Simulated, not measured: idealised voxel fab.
Proc. module: voxel wiring stack
The figure presents cross-section cut, which has a width of 175 nm and is divided into square cells with an edge length of 5 nm.
If you're reading a cross-section in this doc, picture square cells in a grid; it comes to you as bands, top ones listed first down to the bottom, and a band can be one or more rows of cells. Heads up on the band format: heights come first, top then bottom, in nm. After that it's the materials left to right, each with its width in nm. A single material flagged "everywhere" fills the whole band edge to edge, and "empty" means there's empty space there. The level at which height equals 0 is the one under which the wafer, as it arrives, is entirely one material. No lower edge exists for the bottom band, which continues downward and is notated as in "0 down". It should be noted that a width expressed as "30 to 40" varies in equal increments from row to row of cells within the band, taking the value of the first number at the top row and that of the second number at the bottom row. When a step is marked "no modification", none of the cells in the cross-section changed during that step. Closed empty spaces (no open way to the top) of 8 cells or more are what "Voids, enclosed" lists, each as width x height at distance from the left edge, nm for all three. Anything after a step's settings on that line? It's the simulator's own note about the step. overlay nm: for a step with a mask, the amount by which the mask lay right of where it was planned; a negative amount means left of it.

**Planned process steps**
1. RECEIVE with material Si
2. CONFORMAL_DEP with material SiO2, thk nm 10
3. DIRECTIONAL_DEP with material TiN, thk nm 5
4. DIRECTIONAL_DEP with material W, thk nm 15
5. PATTERN with tone cover, mask id METAL_1, material resist, width nm 30, pitch nm 55, thk nm 15, overlay nm 0
6. DIRECTIONAL_ETCH with etch materials W, depth nm 15
7. DIRECTIONAL_ETCH with etch materials TiN, depth nm 5
8. STRIP with etch materials resist
9. FILL_DEP with material lowk, thk nm 5
10. CMP with height nm 30
11. CONFORMAL_DEP with material SiCN, thk nm 5
12. DIRECTIONAL_DEP with material SiO2, thk nm 35
13. PATTERN with tone open, mask id METAL_2, material resist, width nm 30, pitch nm 55, thk nm 20, overlay nm 0
14. DIRECTIONAL_ETCH with etch materials SiO2, depth nm 20
15. STRIP with etch materials resist
16. PATTERN with tone open, mask id METAL_2_HOLES, material resist, width nm 15, pitch nm 55, thk nm 20, overlay nm 0
17. DIRECTIONAL_ETCH with etch materials SiO2, depth nm 15
18. DIRECTIONAL_ETCH with etch materials SiCN, depth nm 5
19. STRIP with etch materials resist
20. CONFORMAL_DEP with material TiN, thk nm 5
21. FILL_DEP with material Cu, thk nm 5
22. CMP with height nm 70
23. CONFORMAL_DEP with material SiCN, thk nm 5

**Incoming wafer, cross-sectional view, post step 1**
> 0 down | Si everywhere
> Voids, enclosed: none

**Cross-section, end of module. Start: as above. Plan: as above. Execution: one mistake**
> 75 to 70 | SiCN everywhere
> 70 to 55 | 15 nm SiO2; 5 nm TiN; 20 nm Cu; 5 nm TiN; 25 nm SiO2; 5 nm TiN; 20 nm Cu; 5 nm TiN; 25 nm SiO2; 5 nm TiN; 20 nm Cu; 5 nm TiN; 20 nm SiO2
> 55 to 50 | 15 nm SiO2; 5 nm TiN; 5 nm Cu; 20 nm TiN; 25 nm SiO2; 5 nm TiN; 5 nm Cu; 20 nm TiN; 25 nm SiO2; 5 nm TiN; 5 nm Cu; 20 nm TiN; 20 nm SiO2
> 50 to 35 | 15 nm SiO2; 5 nm TiN; 5 nm Cu; 5 nm TiN; 40 nm SiO2; 5 nm TiN; 5 nm Cu; 5 nm TiN; 40 nm SiO2; 5 nm TiN; 5 nm Cu; 5 nm TiN; 35 nm SiO2
> 35 to 30 | 15 nm SiCN; 15 nm TiN; 40 nm SiCN; 15 nm TiN; 40 nm SiCN; 15 nm TiN; 35 nm SiCN
> 30 to 15 | 15 nm lowk; 30 nm W; 25 nm lowk; 30 nm W; 25 nm lowk; 30 nm W; 20 nm lowk
> 15 to 5 | SiO2 everywhere
> 5 to 0 | TiN everywhere
> 0 down | Si everywhere
> Voids, enclosed: none
What broke from the plan during processing? so 2 and 3 got swapped relative to the plan, each ran where the other was supposed to
